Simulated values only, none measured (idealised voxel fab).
The document below concerns the process module designated voxel transistor to metal.
The cross-section shown here is cut; it is 215 nm wide and divided into square cells measuring 5 nm on a side.
Cross-section spec: square-cell grid; bands listed top down; each band is one or more rows. In this notation a band is specified by the heights of its top and bottom, in that order and in nm, after which its materials appear from left to right, each paired with its width in nm. The word "throughout" attached to a single material means that material fills the band from edge to edge; the word "blank" stands for empty space. Below 0: as-received wafer, all one material; heights counted from there. Lowest band: no bottom, goes on down, written "0 nm and below". So if you see something like "30->40" for the width, read it as the top row of the band sitting at the first number and the bottom row at the second, with every row in between moving by the same amount as the last. The cross-section has no changed cell in any step marked "nothing got changed". "closed voids": sealed empty spaces, 8 cells or more, no open way to top, listed width x height at distance, with distance from the left edge and width, height and distance in nm. It should be noted that, on the line of a given step, the content following the step's settings is a remark produced by the simulator itself with respect to that step. The line of a step may include "overlay nm". On a step with a mask, this value is how far to the right of its planned place the mask lay. A negative value means the mask lay to the left.
-- The process steps that were planned are listed below
step 1: RECEIVE,material Si
step 2: CONFORMAL_DEP,material SiO2,thk nm 5
step 3: CONFORMAL_DEP,material SiN,thk nm 15
step 4: PATTERN,tone cover,mask id ACTIVE,material resist,width nm 110,thk nm 15,overlay nm 0
step 5: DIRECTIONAL_ETCH,etch materials SiN,depth nm 15
step 6: DIRECTIONAL_ETCH,etch materials SiO2,depth nm 5
step 7: DIRECTIONAL_ETCH,etch materials Si,depth nm 20
step 8: STRIP,etch materials resist
step 9: OXIDIZE,depth nm 5
step 10: FILL_DEP,material SiO2,thk nm 15
step 11: CMP,height nm 20
step 12: SELECTIVE_ETCH,etch materials SiO2,depth nm 10
step 13: STRIP,etch materials SiN
step 14: SELECTIVE_ETCH,etch materials SiO2,depth nm 5
step 15: OXIDIZE,depth nm 5
step 16: DIRECTIONAL_DEP,material polySi,thk nm 25
step 17: DIRECTIONAL_DEP,material SiCN,thk nm 10
step 18: MASKED_ETCH,tone cover,mask id GATE,width nm 20,etch materials SiCN,depth nm 20,overlay nm 0
step 19: MASKED_ETCH,tone cover,mask id GATE,width nm 20,etch materials polySi,depth nm 35,overlay nm 0
step 20: CONFORMAL_DEP,material SiO2,thk nm 5
step 21: DIRECTIONAL_ETCH,etch materials SiO2,depth nm 5
step 22: CONFORMAL_DEP,material SiN,thk nm 5
step 23: DIRECTIONAL_ETCH,etch materials SiN,depth nm 5
step 24: DIRECTIONAL_ETCH,etch materials SiO2,depth nm 5
step 25: DIRECTIONAL_ETCH,etch materials Si,depth nm 10
step 26: EPI,material SiGe,thk nm 15
step 27: FILL_DEP,material SiO2,thk nm 5
step 28: CMP,height nm 35
step 29: DIRECTIONAL_DEP,material SiO2,thk nm 15
step 30: DIRECTIONAL_DEP,material aC,thk nm 10
step 31: PATTERN,tone open,mask id CONTACT,material resist,width nm 20,pitch nm 70,thk nm 30,overlay nm 0
step 32: DIRECTIONAL_ETCH,etch materials aC,depth nm 10
step 33: STRIP,etch materials resist
step 34: DIRECTIONAL_ETCH,etch materials SiO2,depth nm 50
step 35: STRIP,etch materials aC
step 36: CONFORMAL_DEP,material TiN,thk nm 5
step 37: FILL_DEP,material W,thk nm 10
step 38: CMP,height nm 50
step 39: DIRECTIONAL_DEP,material TiN,thk nm 5
step 40: DIRECTIONAL_DEP,material Ru,thk nm 25
step 41: DIRECTIONAL_DEP,material aC,thk nm 15
step 42: PATTERN,tone cover,mask id METAL_1,material resist,width nm 20,pitch nm 70,thk nm 35,overlay nm 0
step 43: DIRECTIONAL_ETCH,etch materials aC,depth nm 15
step 44: STRIP,etch materials resist
step 45: DIRECTIONAL_ETCH,etch materials Ru,depth nm 25
step 46: DIRECTIONAL_ETCH,etch materials TiN,depth nm 5
step 47: STRIP,etch materials aC
step 48: FILL_DEP,material lowk,thk nm 10
step 49: CMP,height nm 80
step 50: CONFORMAL_DEP,material SiCN,thk nm 5
-- Incoming wafer in cross-section (state: after step 1)
    0 nm and below  Si throughout
    closed voids: none
-- First of two wafers: cross-section at end of module, run per plan
    85 nm to 80 nm  SiCN throughout
    80 nm to 55 nm  60 of lowk | 20 of Ru | 50 of lowk | 20 of Ru | 65 of lowk
    55 nm to 50 nm  60 of lowk | 20 of TiN | 50 of lowk | 20 of TiN | 65 of lowk
    50 nm to 35 nm  60 of SiO2 | 5 of TiN | 10 of W | 5 of TiN | 50 of SiO2 | 5 of TiN | 10 of W | 5 of TiN | 65 of SiO2
    35 nm to 25 nm  60 of SiO2 | 5 of TiN | 10 of W | 5 of TiN | 5 of SiO2 | 5 of SiN | 5 of SiO2 | 20 of SiCN | 5 of SiO2 | 5 of SiN | 5 of SiO2 | 5 of TiN | 10 of W | 5 of TiN | 65 of SiO2
    25 nm to 15 nm  60 of SiO2 | 5 of TiN | 10 of W | 5 of TiN | 5 of SiO2 | 5 of SiN | 5 of SiO2 | 20 of polySi | 5 of SiO2 | 5 of SiN | 5 of SiO2 | 5 of TiN | 10 of W | 5 of TiN | 65 of SiO2
    15 nm to 10 nm  60 of SiO2 | 20 of TiN | 5 of SiO2 | 5 of SiN | 5 of SiO2 | 20 of polySi | 5 of SiO2 | 5 of SiN | 5 of SiO2 | 20 of TiN | 65 of SiO2
    10 nm to 5 nm  60 of SiO2 | 10 of TiN | 15 of SiGe | 5 of SiN | 5 of SiO2 | 20 of polySi | 5 of SiO2 | 5 of SiN | 15 of SiGe | 10 of TiN | 65 of SiO2
    5 nm to 0 nm  50 of SiO2 | 5 of SiN | 5 of SiO2 | 10 of TiN | 15 of SiGe | 5 of SiN | 5 of SiO2 | 20 of polySi | 5 of SiO2 | 5 of SiN | 15 of SiGe | 10 of TiN | 5 of SiO2 | 5 of SiN | 55 of SiO2
    0 nm to -5 nm  55 of SiO2 | 30 of SiGe | 40 of SiO2 | 30 of SiGe | 60 of SiO2
    -5 nm to -15 nm  55 of SiO2 | 30 of SiGe | 40 of Si | 30 of SiGe | 60 of SiO2
    -15 nm to -25 nm  55 of SiO2 | 100 of Si | 60 of SiO2
    -25 nm and below  Si throughout
    closed voids: none
-- This is the second of the two wafers, cross-sectioned at the end of the module; it started exactly like the first and was given the same plan, but it was run with one mistake
    85 nm to 80 nm  SiCN throughout
    80 nm to 70 nm  60 of lowk | 20 of Ru | 50 of lowk | 20 of Ru | 65 of lowk
    70 nm to 65 nm  60 of lowk | 20 of TiN | 50 of lowk | 20 of TiN | 65 of lowk
    65 nm to 55 nm  W throughout
    55 nm to 50 nm  65 of TiN | 10 of W | 60 of TiN | 10 of W | 70 of TiN
    50 nm to 35 nm  60 of SiO2 | 5 of TiN | 10 of W | 5 of TiN | 50 of SiO2 | 5 of TiN | 10 of W | 5 of TiN | 65 of SiO2
    35 nm to 25 nm  60 of SiO2 | 5 of TiN | 10 of W | 5 of TiN | 5 of SiO2 | 5 of SiN | 5 of SiO2 | 20 of SiCN | 5 of SiO2 | 5 of SiN | 5 of SiO2 | 5 of TiN | 10 of W | 5 of TiN | 65 of SiO2
    25 nm to 15 nm  60 of SiO2 | 5 of TiN | 10 of W | 5 of TiN | 5 of SiO2 | 5 of SiN | 5 of SiO2 | 20 of polySi | 5 of SiO2 | 5 of SiN | 5 of SiO2 | 5 of TiN | 10 of W | 5 of TiN | 65 of SiO2
    15 nm to 10 nm  60 of SiO2 | 20 of TiN | 5 of SiO2 | 5 of SiN | 5 of SiO2 | 20 of polySi | 5 of SiO2 | 5 of SiN | 5 of SiO2 | 20 of TiN | 65 of SiO2
    10 nm to 5 nm  60 of SiO2 | 10 of TiN | 15 of SiGe | 5 of SiN | 5 of SiO2 | 20 of polySi | 5 of SiO2 | 5 of SiN | 15 of SiGe | 10 of TiN | 65 of SiO2
    5 nm to 0 nm  50 of SiO2 | 5 of SiN | 5 of SiO2 | 10 of TiN | 15 of SiGe | 5 of SiN | 5 of SiO2 | 20 of polySi | 5 of SiO2 | 5 of SiN | 15 of SiGe | 10 of TiN | 5 of SiO2 | 5 of SiN | 55 of SiO2
    0 nm to -5 nm  55 of SiO2 | 30 of SiGe | 40 of SiO2 | 30 of SiGe | 60 of SiO2
    -5 nm to -15 nm  55 of SiO2 | 30 of SiGe | 40 of Si | 30 of SiGe | 60 of SiO2
    -15 nm to -25 nm  55 of SiO2 | 100 of Si | 60 of SiO2
    -25 nm and below  Si throughout
    closed voids: none
The mistake made against the process plan was this: step 38 of the plan did not run at all; it was left out
Bottom line after processing is that, in cells, the second wafer is up or down on some materials versus the first: 24 fewer of Ru, 39 more of TiN, 90 more of W, 105 fewer of lowk
